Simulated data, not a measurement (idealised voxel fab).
Process module in this document: voxel double patterning
Cross-section cut: width 150 nm, square cells of 5 nm.
Heads up, the way a cross-section reads in here is a grid of square cells, handed over as bands from the top down, with every band being one or more rows of cells.
Heights first: top, then bottom, in nm. Then materials, left to right, each with a width in nm. "full width" on a single material: fills the band edge to edge. "empty": empty space.
Heads up on the height convention: 0 is the point under which the incoming wafer is all one material, and the lowest band has no bottom, it just keeps going down, like "0..down".
With a width like "30->40", each row of cells in the band differs from the next by the same amount, the top row carrying the first number and the bottom row the second.
The cross-section has no changed cell in any step marked "all unchanged".
Look at "Closed void listing" for the closed voids: empty spaces with no open path to the top, sized 8 cells or up. Each is width x height at distance, distance from the left edge, all nm.
Post-settings text on a step line: simulator's own remark regarding the step.
overlay nm: right-of-plan distance of the mask on a masked step; negative values mean left-of-plan.
### Planned process steps
1) RECEIVE (material Si)
2) CONFORMAL_DEP (material SiO2; thk nm 10)
3) DIRECTIONAL_DEP (material TiN; thk nm 10)
4) DIRECTIONAL_DEP (material SiN; thk nm 5)
5) MASKED_ETCH (tone open; mask id FIRST; width nm 15; pitch nm 50; etch materials SiN; depth nm 5; overlay nm 0)
6) DIRECTIONAL_DEP (material aC; thk nm 15)
7) PATTERN (tone open; mask id SECOND; material resist; width nm 15; pitch nm 50; thk nm 35; overlay nm 0)
8) DIRECTIONAL_ETCH (etch materials aC; depth nm 15)
9) STRIP (etch materials resist)
10) DIRECTIONAL_ETCH (etch materials SiN; depth nm 5)
11) STRIP (etch materials aC)
12) DIRECTIONAL_ETCH (etch materials TiN; depth nm 10)
13) STRIP (etch materials SiN)
### First of two wafers, with the run carried out as planned
### Incoming wafer in cross-section (state: after step 1)
- 0..down = Si full width
- Closed void listing: none
### Step 2 done - wafer cross-section
- 10..0 = SiO2 full width
- Under 0: no change, same as before.
### Step 3 done - wafer cross-section
- 20..10 = TiN full width
- Under 10: no change, same as before.
### Step 4 done - wafer cross-section
- 25..20 = SiN full width
- Under 20: no change, same as before.
### Step 5 done - wafer cross-section
- 25..20 = SiN 15 nm / empty 15 nm / SiN 35 nm / empty 15 nm / SiN 35 nm / empty 15 nm / SiN 20 nm
- Under 20: no change, same as before.
### Step 6 done - wafer cross-section
- 40..35 = aC 15 nm / empty 15 nm / aC 35 nm / empty 15 nm / aC 35 nm / empty 15 nm / aC 20 nm
- 35..25 = aC full width
- 25..20 = SiN 15 nm / aC 15 nm / SiN 35 nm / aC 15 nm / SiN 35 nm / aC 15 nm / SiN 20 nm
- Under 20: no change, same as before.
### Step 7 done - wafer cross-section
- 75..40 = resist 40 nm / empty 15 nm / resist 35 nm / empty 15 nm / resist 45 nm
- 40..35 = aC 15 nm / resist 15 nm / aC 35 nm / resist 15 nm / aC 35 nm / resist 15 nm / aC 20 nm
- Under 35: no change, same as before.
### Step 8 done - wafer cross-section
- 60..40 = resist 40 nm / empty 15 nm / resist 35 nm / empty 15 nm / resist 45 nm
- 40..35 = aC 15 nm / resist 15 nm / aC 10 nm / empty 15 nm / aC 10 nm / resist 15 nm / aC 10 nm / empty 15 nm / aC 10 nm / resist 15 nm / aC 20 nm
- 35..25 = aC 40 nm / empty 15 nm / aC 35 nm / empty 15 nm / aC 45 nm
- Under 25: no change, same as before.
### Step 9 done - wafer cross-section
- 40..35 = aC 15 nm / empty 15 nm / aC 10 nm / empty 15 nm / aC 10 nm / empty 15 nm / aC 10 nm / empty 15 nm / aC 10 nm / empty 15 nm / aC 20 nm
- Under 35: no change, same as before.
### Step 10 done - wafer cross-section
- 40..35 = aC 15 nm / empty 15 nm / aC 10 nm / empty 15 nm / aC 10 nm / empty 15 nm / aC 10 nm / empty 15 nm / aC 10 nm / empty 15 nm / aC 20 nm
- 35..25 = aC 40 nm / empty 15 nm / aC 35 nm / empty 15 nm / aC 45 nm
- 25..20 = SiN 15 nm / aC 15 nm / SiN 10 nm / empty 15 nm / SiN 10 nm / aC 15 nm / SiN 10 nm / empty 15 nm / SiN 10 nm / aC 15 nm / SiN 20 nm
- Under 20: no change, same as before.
### Step 11 done - wafer cross-section
- 25..20 = SiN 15 nm / empty 15 nm / SiN 10 nm / empty 15 nm / SiN 10 nm / empty 15 nm / SiN 10 nm / empty 15 nm / SiN 10 nm / empty 15 nm / SiN 20 nm
- Under 20: no change, same as before.
### Step 12 done - wafer cross-section
- 25..20 = SiN 15 nm / empty 15 nm / SiN 10 nm / empty 15 nm / SiN 10 nm / empty 15 nm / SiN 10 nm / empty 15 nm / SiN 10 nm / empty 15 nm / SiN 20 nm
- 20..10 = TiN 15 nm / empty 15 nm / TiN 10 nm / empty 15 nm / TiN 10 nm / empty 15 nm / TiN 10 nm / empty 15 nm / TiN 10 nm / empty 15 nm / TiN 20 nm
- Under 10: no change, same as before.
### Step 13 done - wafer cross-section
- 20..10 = TiN 15 nm / empty 15 nm / TiN 10 nm / empty 15 nm / TiN 10 nm / empty 15 nm / TiN 10 nm / empty 15 nm / TiN 10 nm / empty 15 nm / TiN 20 nm
- Under 10: no change, same as before.
### Wafer two: like wafer one in start and plan, but with one mistake in execution; identical up to and including step 6
### Cross-section of the second wafer at the time by which step 7 should have been completed according to the plan
- 75..40 = resist 30 nm / empty 15 nm / resist 35 nm / empty 15 nm / resist 55 nm
- 40..35 = aC 15 nm / resist 15 nm / aC 35 nm / resist 15 nm / aC 35 nm / resist 15 nm / aC 20 nm
- Under 35: no change, same as before.
### Cross-section of the second wafer at the time by which step 8 should have been completed according to the plan
- 60..40 = resist 30 nm / empty 15 nm / resist 35 nm / empty 15 nm / resist 55 nm
- 40..35 = aC 15 nm / resist 15 nm / empty 15 nm / aC 20 nm / resist 15 nm / empty 15 nm / aC 20 nm / resist 15 nm / aC 20 nm
- 35..25 = aC 30 nm / empty 15 nm / aC 35 nm / empty 15 nm / aC 55 nm
- Under 25: no change, same as before.
### Cross-section of the second wafer at the time by which step 9 should have been completed according to the plan
- 40..35 = aC 15 nm / empty 30 nm / aC 20 nm / empty 30 nm / aC 20 nm / empty 15 nm / aC 20 nm
- Under 35: no change, same as before.
### Cross-section of the second wafer at the time by which step 10 should have been completed according to the plan
- 40..35 = aC 15 nm / empty 30 nm / aC 20 nm / empty 30 nm / aC 20 nm / empty 15 nm / aC 20 nm
- 35..25 = aC 30 nm / empty 15 nm / aC 35 nm / empty 15 nm / aC 55 nm
- 25..20 = SiN 15 nm / aC 15 nm / empty 15 nm / SiN 20 nm / aC 15 nm / empty 15 nm / SiN 20 nm / aC 15 nm / SiN 20 nm
- Under 20: no change, same as before.
### Cross-section of the second wafer at the time by which step 11 should have been completed according to the plan
- 25..20 = SiN 15 nm / empty 30 nm / SiN 20 nm / empty 30 nm / SiN 20 nm / empty 15 nm / SiN 20 nm
- Under 20: no change, same as before.
### Cross-section of the second wafer at the time by which step 12 should have been completed according to the plan
- 25..20 = SiN 15 nm / empty 30 nm / SiN 20 nm / empty 30 nm / SiN 20 nm / empty 15 nm / SiN 20 nm
- 20..10 = TiN 15 nm / empty 30 nm / TiN 20 nm / empty 30 nm / TiN 20 nm / empty 15 nm / TiN 20 nm
- Under 10: no change, same as before.
### Cross-section of the second wafer at the time by which step 13 should have been completed according to the plan
- 20..10 = TiN 15 nm / empty 30 nm / TiN 20 nm / empty 30 nm / TiN 20 nm / empty 15 nm / TiN 20 nm
- Under 10: no change, same as before.
Finding, execution versus plan: the process deviated at step 7: the operation and settings actually run there were PATTERN (tone open; mask id SECOND; material resist; width nm 15; pitch nm 50; thk nm 35; overlay nm -10)
At the close, every material occupies the same number of cells on the second wafer as on the first, only in different positions.
